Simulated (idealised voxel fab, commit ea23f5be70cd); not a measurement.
process module | voxel released beams
Cross-sectional view cut (width: 180 nm; square cell size: 5 nm).
Format of a cross-section: grid, square cells. Given as bands. Order: top down. Band: one or more rows of cells.
Basically the band line says how high the top is and how high the bottom is, in nm, and then what's in it from left to right, every material with its width in nm. Empty space shows up as "empty", and if a single material carries "all across" it runs the full band edge to edge.
Heights from 0 (as-received wafer is one material below). Bottom band endless downward, as "0..down".
A two-number width, for instance "30->40", indicates that the width is equal to the first number in the top row of the band and to the second number in the bottom row, and that it changes by a constant amount per row of cells.
"no change occurred" (step): cross-section cells unchanged, all of them.
Any empty space of 8 cells or more lacking an open way to the top shows up in "Closed internal voids" as width x height at distance, distance from the left edge, in nm.
Note: text after step settings on the step line = simulator remark on that step.
The optional step-line setting "overlay nm" applies to steps with a mask and quantifies how far to the right of its planned location the mask lay, a negative value indicating leftward placement.

BELOW IS THE LIST OF PLANNED PROCESS STEPS
1,RECEIVE,material Si
2,CONFORMAL_DEP,material Al2O3,thk nm 5
3,DIRECTIONAL_DEP,material SiO2,thk nm 20
4,MASKED_ETCH,tone open,mask id ANCHOR,width nm 40,etch materials SiO2,depth nm 20,overlay nm 0
5,CONFORMAL_DEP,material SiN,thk nm 15
6,PATTERN,tone cover,mask id BEAM,material resist,width nm 105,thk nm 15,overlay nm 0
7,DIRECTIONAL_ETCH,etch materials SiN,depth nm 15
8,STRIP,etch materials resist
9,STRIP,etch materials SiO2

OF TWO WAFERS, THE FIRST: RUN ACCORDING TO PLAN

AS RECEIVED, AFTER STEP 1
0..down  Si all across
Closed internal voids: none

SO THIS IS THE WAFER CROSS-SECTION RIGHT AFTER STEP 2
5..0  Al2O3 all across
At heights below 0, the structure remains unaltered.

SO THIS IS THE WAFER CROSS-SECTION RIGHT AFTER STEP 3
25..5  SiO2 all across
At heights below 5, the structure remains unaltered.

SO THIS IS THE WAFER CROSS-SECTION RIGHT AFTER STEP 4
25..5  SiO2=40  empty=40  SiO2=100
At heights below 5, the structure remains unaltered.

SO THIS IS THE WAFER CROSS-SECTION RIGHT AFTER STEP 5
40..25  SiN=55  empty=10  SiN=115
25..20  SiO2=40  SiN=15  empty=10  SiN=15  SiO2=100
20..5  SiO2=40  SiN=40  SiO2=100
At heights below 5, the structure remains unaltered.

SO THIS IS THE WAFER CROSS-SECTION RIGHT AFTER STEP 6
55..40  empty=35  resist=105  empty=40
40..25  SiN=55  resist=10  SiN=115
25..20  SiO2=40  SiN=15  resist=10  SiN=15  SiO2=100
At heights below 20, the structure remains unaltered.

SO THIS IS THE WAFER CROSS-SECTION RIGHT AFTER STEP 7
55..40  empty=35  resist=105  empty=40
40..25  empty=35  SiN=20  resist=10  SiN=75  empty=40
At heights below 25, the structure remains unaltered.

SO THIS IS THE WAFER CROSS-SECTION RIGHT AFTER STEP 8
40..25  empty=35  SiN=20  empty=10  SiN=75  empty=40
25..20  SiO2=40  SiN=15  empty=10  SiN=15  SiO2=100
At heights below 20, the structure remains unaltered.

SO THIS IS THE WAFER CROSS-SECTION RIGHT AFTER STEP 9
40..25  empty=35  SiN=20  empty=10  SiN=75  empty=40
25..20  empty=40  SiN=15  empty=10  SiN=15  empty=100
20..5  empty=40  SiN=40  empty=100
At heights below 5, the structure remains unaltered.

SECOND WAFER, SAME STARTING STATE AND PLAN AS THE FIRST, ONE MISTAKE IN THE RUN, IDENTICAL THROUGH STEP 5

HERE IS THE SECOND WAFER IN CROSS-SECTION AT THE POINT WHERE STEP 6 OF THE PLAN SHOULD HAVE BEEN DONE
55..40  empty=30  resist=115  empty=35
40..25  SiN=55  resist=10  SiN=115
25..20  SiO2=40  SiN=15  resist=10  SiN=15  SiO2=100
At heights below 20, the structure remains unaltered.

HERE IS THE SECOND WAFER IN CROSS-SECTION AT THE POINT WHERE STEP 7 OF THE PLAN SHOULD HAVE BEEN DONE
55..40  empty=30  resist=115  empty=35
40..25  empty=30  SiN=25  resist=10  SiN=80  empty=35
At heights below 25, the structure remains unaltered.

HERE IS THE SECOND WAFER IN CROSS-SECTION AT THE POINT WHERE STEP 8 OF THE PLAN SHOULD HAVE BEEN DONE
40..25  empty=30  SiN=25  empty=10  SiN=80  empty=35
25..20  SiO2=40  SiN=15  empty=10  SiN=15  SiO2=100
At heights below 20, the structure remains unaltered.

HERE IS THE SECOND WAFER IN CROSS-SECTION AT THE POINT WHERE STEP 9 OF THE PLAN SHOULD HAVE BEEN DONE
40..25  empty=30  SiN=25  empty=10  SiN=80  empty=35
25..20  empty=40  SiN=15  empty=10  SiN=15  empty=100
20..5  empty=40  SiN=40  empty=100
At heights below 5, the structure remains unaltered.
Misprocessing identified: step 6: run off-plan, actual operation and settings PATTERN,tone cover,mask id BEAM,material resist,width nm 115,thk nm 15,overlay nm 0
It is noted that, at the conclusion of processing, the second wafer exhibits a higher or lower cell count for certain materials relative to the first: SiN +6
